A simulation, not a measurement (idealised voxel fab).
process module | voxel lift off
cross-section cut | 215 nm wide | cells 5 nm
A cross-section is a grid of square cells, given in bands from the top down. A band is one or more rows of cells.
Each band's line starts with the height of the band's top and of its bottom, in nm. Then come its materials from left to right, each with its width in nm. One material with "throughout" fills the band from edge to edge. "air" is empty space.
Height 0 is the level under which the wafer as received is all one material. The lowest band goes on downwards, as in "0 down".
A width such as "30 to 40" changes by the same amount from each row of cells to the next, from the band's top row to its bottom row.
"no change" after a step means that no cell of the cross-section changed.
closed voids: empty space of 8 cells or more with no open way to the top, each as width x height at its distance from the left edge, in nm
after a step's settings: what the simulator itself notes on the step
overlay nm, on a step with a mask: how far to the right of its planned place the mask lay; to the left if negative
plan
1 op RECEIVE | material Si
2 op CONFORMAL_DEP | material Al2O3 | thk nm 15
3 op PATTERN | tone open | mask id LINES | material resist | width nm 15 | pitch nm 30 | thk nm 20 | overlay nm 0
4 op DIRECTIONAL_DEP | material Ru | thk nm 10
5 op STRIP | etch materials resist
6 op CONFORMAL_DEP | material SiO2 | thk nm 5
first wafer, as planned
as received, after step 1
  0 down: Si throughout
  closed voids: none
after step 2
  15 to 0: Al2O3 throughout
  below 0: unchanged
after step 3
  35 to 15: resist 85 | air 15 | resist 15 | air 15 | resist 85
  below 15: unchanged
after step 4
  45 to 35: Ru 85 | air 15 | Ru 15 | air 15 | Ru 85
  35 to 25: resist 85 | air 15 | resist 15 | air 15 | resist 85
  25 to 15: resist 85 | Ru 15 | resist 15 | Ru 15 | resist 85
  below 15: unchanged
after step 5
  25 to 15: air 85 | Ru 15 | air 15 | Ru 15 | air 85
  below 15: unchanged
after step 6
  30 to 25: air 80 | SiO2 25 | air 5 | SiO2 25 | air 80
  25 to 20: air 80 | SiO2 5 | Ru 15 | SiO2 5 | air 5 | SiO2 5 | Ru 15 | SiO2 5 | air 80
  20 to 15: SiO2 85 | Ru 15 | SiO2 15 | Ru 15 | SiO2 85
  below 15: unchanged
second wafer: like start, like plan, one mistake. Through step 1 it matches the first wafer
when step 2 should have ended
  25 to 0: Al2O3 throughout
  below 0: unchanged
when step 3 should have ended
  45 to 25: resist 85 | air 15 | resist 15 | air 15 | resist 85
  below 25: unchanged
when step 4 should have ended
  55 to 45: Ru 85 | air 15 | Ru 15 | air 15 | Ru 85
  45 to 35: resist 85 | air 15 | resist 15 | air 15 | resist 85
  35 to 25: resist 85 | Ru 15 | resist 15 | Ru 15 | resist 85
  below 25: unchanged
when step 5 should have ended
  35 to 25: air 85 | Ru 15 | air 15 | Ru 15 | air 85
  below 25: unchanged
when step 6 should have ended
  40 to 35: air 80 | SiO2 25 | air 5 | SiO2 25 | air 80
  35 to 30: air 80 | SiO2 5 | Ru 15 | SiO2 5 | air 5 | SiO2 5 | Ru 15 | SiO2 5 | air 80
  30 to 25: SiO2 85 | Ru 15 | SiO2 15 | Ru 15 | SiO2 85
  below 25: unchanged
what went wrong: step 2 ran as: op CONFORMAL_DEP | material Al2O3 | thk nm 25
at the end the second wafer has, in cells: 86 more of Al2O3
